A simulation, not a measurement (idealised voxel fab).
process module | voxel self aligned contacts
cross-section cut | 180 nm wide | cells 5 nm
A cross-section is a grid of square cells, given in bands from the top down. A band is one or more rows of cells.
Each band's line starts with the height of the band's top and of its bottom, in nm. Then come its materials from left to right, each with its width in nm. One material with "throughout" fills the band from edge to edge. "air" is empty space.
Height 0 is the level under which the wafer as received is all one material. The lowest band goes on downwards, as in "0 down".
A width such as "30 to 40" changes by the same amount from each row of cells to the next, from the band's top row to its bottom row.
"no change" after a step means that no cell of the cross-section changed.
closed voids: empty space of 8 cells or more with no open way to the top, each as width x height at its distance from the left edge, in nm
after a step's settings: what the simulator itself notes on the step
overlay nm, on a step with a mask: how far to the right of its planned place the mask lay; to the left if negative
plan
1 op RECEIVE | material Si
2 op CONFORMAL_DEP | material SiO2 | thk nm 5
3 op DIRECTIONAL_DEP | material polySi | thk nm 30
4 op DIRECTIONAL_DEP | material SiN | thk nm 25
5 op PATTERN | tone cover | mask id GATE | material resist | width nm 25 | pitch nm 65 | thk nm 15 | overlay nm 0
6 op DIRECTIONAL_ETCH | etch materials SiN | depth nm 25
7 op DIRECTIONAL_ETCH | etch materials polySi | depth nm 30
8 op STRIP | etch materials resist
9 op CONFORMAL_DEP | material SiN | thk nm 10
10 op DIRECTIONAL_ETCH | etch materials SiN | depth nm 10
11 op FILL_DEP | material SiO2 | thk nm 10
12 op CMP | height nm 65
13 op PATTERN | tone open | mask id CONTACT | material resist | width nm 50 | thk nm 15 | overlay nm 0
14 op DIRECTIONAL_ETCH | etch materials SiO2 | depth nm 65
15 op STRIP | etch materials resist
16 op CONFORMAL_DEP | material TiN | thk nm 5
17 op FILL_DEP | material W | thk nm 10
18 op CMP | height nm 65
19 op CONFORMAL_DEP | material SiN | thk nm 5
first wafer, as planned
as received, after step 1
  0 down: Si throughout
  closed voids: none
after step 2
  5 to 0: SiO2 throughout
  below 0: unchanged
after step 3
  35 to 5: polySi throughout
  below 5: unchanged
after step 4
  60 to 35: SiN throughout
  below 35: unchanged
after step 5
  75 to 60: air 45 | resist 25 | air 40 | resist 25 | air 45
  below 60: unchanged
after step 6
  75 to 60: air 45 | resist 25 | air 40 | resist 25 | air 45
  60 to 35: air 45 | SiN 25 | air 40 | SiN 25 | air 45
  below 35: unchanged
after step 7
  75 to 60: air 45 | resist 25 | air 40 | resist 25 | air 45
  60 to 35: air 45 | SiN 25 | air 40 | SiN 25 | air 45
  35 to 5: air 45 | polySi 25 | air 40 | polySi 25 | air 45
  below 5: unchanged
after step 8
  60 to 35: air 45 | SiN 25 | air 40 | SiN 25 | air 45
  below 35: unchanged
after step 9
  70 to 35: air 35 | SiN 45 | air 20 | SiN 45 | air 35
  35 to 15: air 35 | SiN 10 | polySi 25 | SiN 10 | air 20 | SiN 10 | polySi 25 | SiN 10 | air 35
  15 to 5: SiN 45 | polySi 25 | SiN 40 | polySi 25 | SiN 45
  below 5: unchanged
after step 10
  60 to 35: air 35 | SiN 45 | air 20 | SiN 45 | air 35
  35 to 5: air 35 | SiN 10 | polySi 25 | SiN 10 | air 20 | SiN 10 | polySi 25 | SiN 10 | air 35
  below 5: unchanged
after step 11
  70 to 60: SiO2 throughout
  60 to 35: SiO2 35 | SiN 45 | SiO2 20 | SiN 45 | SiO2 35
  35 to 5: SiO2 35 | SiN 10 | polySi 25 | SiN 10 | SiO2 20 | SiN 10 | polySi 25 | SiN 10 | SiO2 35
  below 5: unchanged
after step 12
  65 to 60: SiO2 throughout
  below 60: unchanged
after step 13
  80 to 65: resist 65 | air 50 | resist 65
  below 65: unchanged
after step 14
  80 to 65: resist 65 | air 50 | resist 65
  65 to 60: SiO2 65 | air 50 | SiO2 65
  60 to 35: SiO2 35 | SiN 45 | air 20 | SiN 45 | SiO2 35
  35 to 5: SiO2 35 | SiN 10 | polySi 25 | SiN 10 | air 20 | SiN 10 | polySi 25 | SiN 10 | SiO2 35
  5 to 0: SiO2 80 | air 20 | SiO2 80
  below 0: unchanged
after step 15
  65 to 60: SiO2 65 | air 50 | SiO2 65
  below 60: unchanged
after step 16
  70 to 65: TiN 70 | air 40 | TiN 70
  65 to 60: SiO2 65 | TiN 20 | air 10 | TiN 20 | SiO2 65
  60 to 35: SiO2 35 | SiN 45 | TiN 5 | air 10 | TiN 5 | SiN 45 | SiO2 35
  35 to 5: SiO2 35 | SiN 10 | polySi 25 | SiN 10 | TiN 5 | air 10 | TiN 5 | SiN 10 | polySi 25 | SiN 10 | SiO2 35
  5 to 0: SiO2 80 | TiN 20 | SiO2 80
  below 0: unchanged
after step 17
  80 to 70: W throughout
  70 to 65: TiN 70 | W 40 | TiN 70
  65 to 60: SiO2 65 | TiN 20 | W 10 | TiN 20 | SiO2 65
  60 to 35: SiO2 35 | SiN 45 | TiN 5 | W 10 | TiN 5 | SiN 45 | SiO2 35
  35 to 5: SiO2 35 | SiN 10 | polySi 25 | SiN 10 | TiN 5 | W 10 | TiN 5 | SiN 10 | polySi 25 | SiN 10 | SiO2 35
  below 5: unchanged
after step 18
  65 to 60: SiO2 65 | TiN 20 | W 10 | TiN 20 | SiO2 65
  below 60: unchanged
after step 19
  70 to 65: SiN throughout
  below 65: unchanged
second wafer: like start, like plan, one mistake. Through step 12 it matches the first wafer
when step 13 should have ended
  80 to 65: resist 75 | air 50 | resist 55
  below 65: unchanged
when step 14 should have ended
  80 to 65: resist 75 | air 50 | resist 55
  65 to 60: SiO2 75 | air 50 | SiO2 55
  60 to 35: SiO2 35 | SiN 45 | air 20 | SiN 45 | SiO2 35
  35 to 5: SiO2 35 | SiN 10 | polySi 25 | SiN 10 | air 20 | SiN 10 | polySi 25 | SiN 10 | SiO2 35
  5 to 0: SiO2 80 | air 20 | SiO2 80
  below 0: unchanged
when step 15 should have ended
  65 to 60: SiO2 75 | air 50 | SiO2 55
  below 60: unchanged
when step 16 should have ended
  70 to 65: TiN 80 | air 40 | TiN 60
  65 to 60: SiO2 75 | TiN 10 | air 10 | TiN 30 | SiO2 55
  60 to 35: SiO2 35 | SiN 45 | TiN 5 | air 10 | TiN 5 | SiN 45 | SiO2 35
  35 to 5: SiO2 35 | SiN 10 | polySi 25 | SiN 10 | TiN 5 | air 10 | TiN 5 | SiN 10 | polySi 25 | SiN 10 | SiO2 35
  5 to 0: SiO2 80 | TiN 20 | SiO2 80
  below 0: unchanged
when step 17 should have ended
  80 to 70: W throughout
  70 to 65: TiN 80 | W 40 | TiN 60
  65 to 60: SiO2 75 | TiN 10 | W 10 | TiN 30 | SiO2 55
  60 to 35: SiO2 35 | SiN 45 | TiN 5 | W 10 | TiN 5 | SiN 45 | SiO2 35
  35 to 5: SiO2 35 | SiN 10 | polySi 25 | SiN 10 | TiN 5 | W 10 | TiN 5 | SiN 10 | polySi 25 | SiN 10 | SiO2 35
  below 5: unchanged
when step 18 should have ended
  65 to 60: SiO2 75 | TiN 10 | W 10 | TiN 30 | SiO2 55
  below 60: unchanged
when step 19 should have ended
  70 to 65: SiN throughout
  below 65: unchanged
what went wrong: step 13 ran as: op PATTERN | tone open | mask id CONTACT | material resist | width nm 50 | thk nm 15 | overlay nm 10
at the end the second wafer has, in cells: as many of each material as the first, in other places
